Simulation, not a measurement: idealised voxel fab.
The following process module bears the name voxel wiring stack.
Square cell edge 5 nm, section width 280 nm, ID cut.
When this document writes out a cross-section, it uses a grid of square cells and lists it as bands, beginning at the top and moving down, with a band standing for one or more rows of cells. In this notation a band is specified by the heights of its top and bottom, in that order and in nm, after which its materials appear from left to right, each paired with its width in nm. The word "edge to edge" attached to a single material means that material fills the band from edge to edge; the word "blank" stands for empty space. We count height from 0. Below that, the starting wafer is all one material. The lowest band never ends at the bottom but goes on down; see "0 down" for how that is written. You'd read "30..40" like this: the band's top row of cells is as wide as the first number, its bottom row is as wide as the second, and going down, every row changes width by the same amount as the row before did. You'll sometimes find "changes: none" written for a step, and that's the way of saying that nowhere in the cross-section did a cell change during that step. The list in "Closed void inventory" covers empty spaces of 8 cells or more that cannot reach the top through any open way, and it gives each as width x height at distance; the distance is from the left edge, and width, height and distance are in nm. Where a step's line continues beyond its settings, the continuation is a remark by the simulator itself on that step. overlay nm: right-of-plan distance of the mask on a masked step; negative values mean left-of-plan.

HERE'S WHAT THE PLANNED PROCESS STEPS LOOK LIKE
1,RECEIVE (material Si)
2,CONFORMAL_DEP (material SiO2; thk nm 10)
3,CONFORMAL_DEP (material SiN; thk nm 5)
4,DIRECTIONAL_DEP (material lowk; thk nm 25)
5,PATTERN (tone open; mask id METAL_1; material resist; width nm 25; pitch nm 40; thk nm 20; overlay nm 0)
6,DIRECTIONAL_ETCH (etch materials lowk; depth nm 25)
7,DIRECTIONAL_ETCH (etch materials SiN; depth nm 5)
8,STRIP (etch materials resist)
9,CONFORMAL_DEP (material TiN; thk nm 5)
10,FILL_DEP (material W; thk nm 5)
11,CMP (height nm 40)
12,CONFORMAL_DEP (material SiCN; thk nm 5)
13,DIRECTIONAL_DEP (material SiO2; thk nm 30)
14,PATTERN (tone open; mask id METAL_2_HOLES; material resist; width nm 15; pitch nm 40; thk nm 20; overlay nm 0)
15,DIRECTIONAL_ETCH (etch materials SiO2; depth nm 30)
16,STRIP (etch materials resist)
17,DIRECTIONAL_DEP (material aC; thk nm 15)
18,PATTERN (tone open; mask id METAL_2; material resist; width nm 25; pitch nm 40; thk nm 30; overlay nm 0)
19,DIRECTIONAL_ETCH (etch materials aC; depth nm 15)
20,STRIP (etch materials resist)
21,DIRECTIONAL_ETCH (etch materials SiO2; depth nm 15)
22,DIRECTIONAL_ETCH (etch materials SiCN; depth nm 5)
23,STRIP (etch materials aC)
24,CONFORMAL_DEP (material TiN; thk nm 5)
25,FILL_DEP (material Cu; thk nm 10)
26,CMP (height nm 75)
27,CONFORMAL_DEP (material SiCN; thk nm 5)
28,DIRECTIONAL_DEP (material lowk; thk nm 25)
29,PATTERN (tone open; mask id METAL_3_HOLES; material resist; width nm 15; pitch nm 40; thk nm 20; overlay nm 0)
30,DIRECTIONAL_ETCH (etch materials lowk; depth nm 25)
31,STRIP (etch materials resist)
32,DIRECTIONAL_DEP (material aC; thk nm 10)
33,PATTERN (tone open; mask id METAL_3; material resist; width nm 25; pitch nm 40; thk nm 30; overlay nm 0)
34,DIRECTIONAL_ETCH (etch materials aC; depth nm 10)
35,STRIP (etch materials resist)
36,DIRECTIONAL_ETCH (etch materials lowk; depth nm 15)
37,DIRECTIONAL_ETCH (etch materials SiCN; depth nm 5)
38,STRIP (etch materials aC)
39,CONFORMAL_DEP (material TiN; thk nm 5)
40,FILL_DEP (material Cu; thk nm 10)
41,CMP (height nm 105)
42,CONFORMAL_DEP (material SiCN; thk nm 5)

THIS IS THE CROSS-SECTION OF THE WAFER AS WE RECEIVED IT, I.E. AFTER STEP 1
0 down | Si edge to edge
Closed void inventory: none

THE CROSS-SECTION SHOWN CORRESPONDS TO THE WAFER AT THE CONCLUSION OF THE MODULE. THE INITIAL STRUCTURE AND THE PROCESS PLAN ARE THOSE PRESENTED ABOVE; HOWEVER, ONE MISTAKE OCCURRED IN EXECUTING THE PLAN
110 to 105 | SiCN edge to edge
105 to 95 | lowk (65); TiN (5); Cu (15); TiN (5); lowk (15); TiN (5); Cu (15); TiN (5); lowk (15); TiN (5); Cu (15); TiN (5); lowk (15); TiN (5); Cu (15); TiN (5); lowk (70)
95 to 90 | lowk (65); TiN (5); Cu (5); TiN (15); lowk (15); TiN (5); Cu (5); TiN (15); lowk (15); TiN (5); Cu (5); TiN (15); lowk (15); TiN (5); Cu (5); TiN (15); lowk (70)
90 to 80 | lowk (65); TiN (5); Cu (5); TiN (5); lowk (25); TiN (5); Cu (5); TiN (5); lowk (25); TiN (5); Cu (5); TiN (5); lowk (25); TiN (5); Cu (5); TiN (5); lowk (80)
80 to 75 | SiCN (65); TiN (15); SiCN (25); TiN (15); SiCN (25); TiN (15); SiCN (25); TiN (15); SiCN (80)
75 to 65 | SiO2 (65); TiN (5); Cu (5); TiN (5); SiO2 (25); TiN (5); Cu (5); TiN (5); SiO2 (25); TiN (5); Cu (5); TiN (5); SiO2 (25); TiN (5); Cu (5); TiN (5); SiO2 (80)
65 to 60 | SiO2 (65); TiN (15); SiO2 (25); TiN (15); SiO2 (25); TiN (15); SiO2 (25); TiN (15); SiO2 (80)
60 to 45 | SiO2 edge to edge
45 to 40 | SiCN edge to edge
40 to 15 | lowk (65); TiN (5); W (15); TiN (5); lowk (15); TiN (5); W (15); TiN (5); lowk (15); TiN (5); W (15); TiN (5); lowk (15); TiN (5); W (15); TiN (5); lowk (70)
15 to 10 | SiN (65); TiN (25); SiN (15); TiN (25); SiN (15); TiN (25); SiN (15); TiN (25); SiN (70)
10 to 0 | SiO2 edge to edge
0 down | Si edge to edge
Closed void inventory: none
Run error: execution of plan step 13 occurred twice
